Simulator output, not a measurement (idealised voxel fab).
Process module in this document: voxel transistor to metal
The figure presents cross-section cut, which has a width of 295 nm and is divided into square cells with an edge length of 5 nm.
When this document writes out a cross-section, it uses a grid of square cells and lists it as bands, beginning at the top and moving down, with a band standing for one or more rows of cells.
Top height, bottom height, nm. Materials left to right, width each, nm. Single material + "all across" = fills band edge to edge. "air" = empty.
Below 0: as-received wafer, all one material; heights counted from there. Lowest band: no bottom, goes on down, written "0 down".
So if you see something like "30->40" for the width, read it as the top row of the band sitting at the first number and the bottom row at the second, with every row in between moving by the same amount as the last.
Where a step carries "nothing was modified", the cross-section came out of it unchanged, cell for cell.
Basically, "Trapped cavities" tells you about the enclosed voids: empty spaces with no open way to the top, 8 cells or bigger, each written width x height at distance, where distance is from the left edge, all in nm.
If you see something after the settings on a step's line, that's the simulator's own remark about that step.
overlay nm, on a step with a mask: how far to the right of its planned place the mask lay; to the left if negative

## Set out below are the planned steps of the process
1) op RECEIVE | material Si
2) op CONFORMAL_DEP | material SiO2 | thk nm 5
3) op CONFORMAL_DEP | material SiN | thk nm 10
4) op PATTERN | tone cover | mask id ACTIVE | material resist | width nm 115 | pitch nm 145 | thk nm 15 | overlay nm 0
5) op DIRECTIONAL_ETCH | etch materials SiN | depth nm 10
6) op DIRECTIONAL_ETCH | etch materials SiO2 | depth nm 5
7) op DIRECTIONAL_ETCH | etch materials Si | depth nm 20
8) op STRIP | etch materials resist
9) op OXIDIZE | depth nm 5
10) op FILL_DEP | material SiO2 | thk nm 5
11) op CMP | height nm 15
12) op SELECTIVE_ETCH | etch materials SiO2 | depth nm 10
13) op STRIP | etch materials SiN
14) op SELECTIVE_ETCH | etch materials SiO2 | depth nm 5
15) op OXIDIZE | depth nm 5
16) op DIRECTIONAL_DEP | material polySi | thk nm 30
17) op DIRECTIONAL_DEP | material SiCN | thk nm 10
18) op DIRECTIONAL_DEP | material aC | thk nm 10
19) op PATTERN | tone cover | mask id GATE | material resist | width nm 35 | pitch nm 145 | thk nm 25 | overlay nm 0
20) op DIRECTIONAL_ETCH | etch materials aC | depth nm 10
21) op STRIP | etch materials resist
22) op DIRECTIONAL_ETCH | etch materials SiCN | depth nm 20
23) op DIRECTIONAL_ETCH | etch materials polySi | depth nm 40
24) op STRIP | etch materials aC
25) op CONFORMAL_DEP | material SiN | thk nm 10
26) op DIRECTIONAL_ETCH | etch materials SiN | depth nm 10
27) op DIRECTIONAL_ETCH | etch materials SiO2 | depth nm 5
28) op EPI | material pSi | thk nm 5
29) op FILL_DEP | material SiO2 | thk nm 10
30) op CMP | height nm 30
31) op STRIP | etch materials polySi
32) op SELECTIVE_ETCH | etch materials SiO2 | depth nm 5
33) op CONFORMAL_DEP | material HfO2 | thk nm 5
34) op CONFORMAL_DEP | material TiN | thk nm 5
35) op FILL_DEP | material W | thk nm 10
36) op CMP | height nm 25
37) op DIRECTIONAL_DEP | material SiO2 | thk nm 10
38) op MASKED_ETCH | tone open | mask id CONTACT | width nm 15 | etch materials SiO2 | depth nm 35 | overlay nm 0
39) op CONFORMAL_DEP | material TiN | thk nm 5
40) op FILL_DEP | material Ru | thk nm 5
41) op CMP | height nm 35
42) op DIRECTIONAL_DEP | material TiN | thk nm 5
43) op DIRECTIONAL_DEP | material Ru | thk nm 15
44) op DIRECTIONAL_DEP | material aC | thk nm 15
45) op PATTERN | tone cover | mask id METAL_1 | material resist | width nm 15 | thk nm 30 | overlay nm 0
46) op DIRECTIONAL_ETCH | etch materials aC | depth nm 15
47) op STRIP | etch materials resist
48) op DIRECTIONAL_ETCH | etch materials Ru | depth nm 15
49) op DIRECTIONAL_ETCH | etch materials TiN | depth nm 5
50) op STRIP | etch materials aC
51) op CONFORMAL_DEP | material SiN | thk nm 5
52) op FILL_DEP | material lowk | thk nm 5
53) op CMP | height nm 55
54) op CONFORMAL_DEP | material SiN | thk nm 5

## The cross-section here shows the wafer as received, i.e. in its state after step 1
0 down | Si all across
Trapped cavities: none

## Cross-section: first of two wafers, module finished, run according to plan
60 to 55 | SiN all across
55 to 40 | 20 nm lowk, then 5 nm SiN, then 15 nm Ru, then 5 nm SiN, then 55 nm lowk, then 5 nm SiN, then 15 nm Ru, then 5 nm SiN, then 40 nm lowk, then 5 nm SiN, then 15 nm Ru, then 5 nm SiN, then 55 nm lowk, then 5 nm SiN, then 15 nm Ru, then 5 nm SiN, then 25 nm lowk
40 to 35 | 25 nm SiN, then 15 nm TiN, then 65 nm SiN, then 15 nm TiN, then 50 nm SiN, then 15 nm TiN, then 65 nm SiN, then 15 nm TiN, then 30 nm SiN
35 to 25 | 25 nm SiO2, then 5 nm TiN, then 5 nm Ru, then 5 nm TiN, then 65 nm SiO2, then 5 nm TiN, then 5 nm Ru, then 5 nm TiN, then 50 nm SiO2, then 5 nm TiN, then 5 nm Ru, then 5 nm TiN, then 65 nm SiO2, then 5 nm TiN, then 5 nm Ru, then 5 nm TiN, then 30 nm SiO2
25 to 5 | 25 nm SiO2, then 5 nm TiN, then 5 nm Ru, then 5 nm TiN, then 5 nm SiO2, then 10 nm SiN, then 5 nm HfO2, then 5 nm TiN, then 15 nm W, then 5 nm TiN, then 5 nm HfO2, then 10 nm SiN, then 5 nm SiO2, then 5 nm TiN, then 5 nm Ru, then 5 nm TiN, then 50 nm SiO2, then 5 nm TiN, then 5 nm Ru, then 5 nm TiN, then 5 nm SiO2, then 10 nm SiN, then 5 nm HfO2, then 5 nm TiN, then 15 nm W, then 5 nm TiN, then 5 nm HfO2, then 10 nm SiN, then 5 nm SiO2, then 5 nm TiN, then 5 nm Ru, then 5 nm TiN, then 30 nm SiO2
5 to 0 | 25 nm SiO2, then 15 nm TiN, then 5 nm SiO2, then 10 nm SiN, then 5 nm HfO2, then 25 nm TiN, then 5 nm HfO2, then 10 nm SiN, then 5 nm SiO2, then 15 nm TiN, then 50 nm SiO2, then 15 nm TiN, then 5 nm SiO2, then 10 nm SiN, then 5 nm HfO2, then 25 nm TiN, then 5 nm HfO2, then 10 nm SiN, then 5 nm SiO2, then 15 nm TiN, then 30 nm SiO2
0 to -5 | 15 nm SiO2, then 30 nm pSi, then 5 nm SiO2, then 45 nm HfO2, then 5 nm SiO2, then 30 nm pSi, then 30 nm SiO2, then 30 nm pSi, then 5 nm SiO2, then 45 nm HfO2, then 5 nm SiO2, then 30 nm pSi, then 20 nm SiO2
-5 to -25 | 20 nm SiO2, then 105 nm Si, then 40 nm SiO2, then 105 nm Si, then 25 nm SiO2
-25 down | Si all across
Trapped cavities: none

## Second of two wafers, module complete, sectioned: it shares the first wafer's start and plan but was run with one mistake
60 to 55 | SiN all across
55 to 40 | 20 nm lowk, then 5 nm SiN, then 15 nm Ru, then 5 nm SiN, then 55 nm lowk, then 5 nm SiN, then 15 nm Ru, then 5 nm SiN, then 40 nm lowk, then 5 nm SiN, then 15 nm Ru, then 5 nm SiN, then 55 nm lowk, then 5 nm SiN, then 15 nm Ru, then 5 nm SiN, then 25 nm lowk
40 to 35 | 25 nm SiN, then 15 nm TiN, then 65 nm SiN, then 15 nm TiN, then 50 nm SiN, then 15 nm TiN, then 65 nm SiN, then 15 nm TiN, then 30 nm SiN
35 to 25 | SiN all across
25 to 5 | 45 nm SiO2, then 10 nm SiN, then 5 nm HfO2, then 5 nm TiN, then 15 nm W, then 5 nm TiN, then 5 nm HfO2, then 10 nm SiN, then 90 nm SiO2, then 10 nm SiN, then 5 nm HfO2, then 5 nm TiN, then 15 nm W, then 5 nm TiN, then 5 nm HfO2, then 10 nm SiN, then 50 nm SiO2
5 to 0 | 45 nm SiO2, then 10 nm SiN, then 5 nm HfO2, then 25 nm TiN, then 5 nm HfO2, then 10 nm SiN, then 90 nm SiO2, then 10 nm SiN, then 5 nm HfO2, then 25 nm TiN, then 5 nm HfO2, then 10 nm SiN, then 50 nm SiO2
0 to -5 | 15 nm SiO2, then 30 nm pSi, then 5 nm SiO2, then 45 nm HfO2, then 5 nm SiO2, then 30 nm pSi, then 30 nm SiO2, then 30 nm pSi, then 5 nm SiO2, then 45 nm HfO2, then 5 nm SiO2, then 30 nm pSi, then 20 nm SiO2
-5 to -25 | 20 nm SiO2, then 105 nm Si, then 40 nm SiO2, then 105 nm Si, then 25 nm SiO2
-25 down | Si all across
Trapped cavities: none
Finding, execution versus plan: so step 37 ended up running with a different setting than we planned, it ran as op DIRECTIONAL_DEP | material SiN | thk nm 10
The closing comparison, in cells, has the second wafer with more or fewer of some materials than the first: -24 Ru; +118 SiN; -34 SiO2; -60 TiN
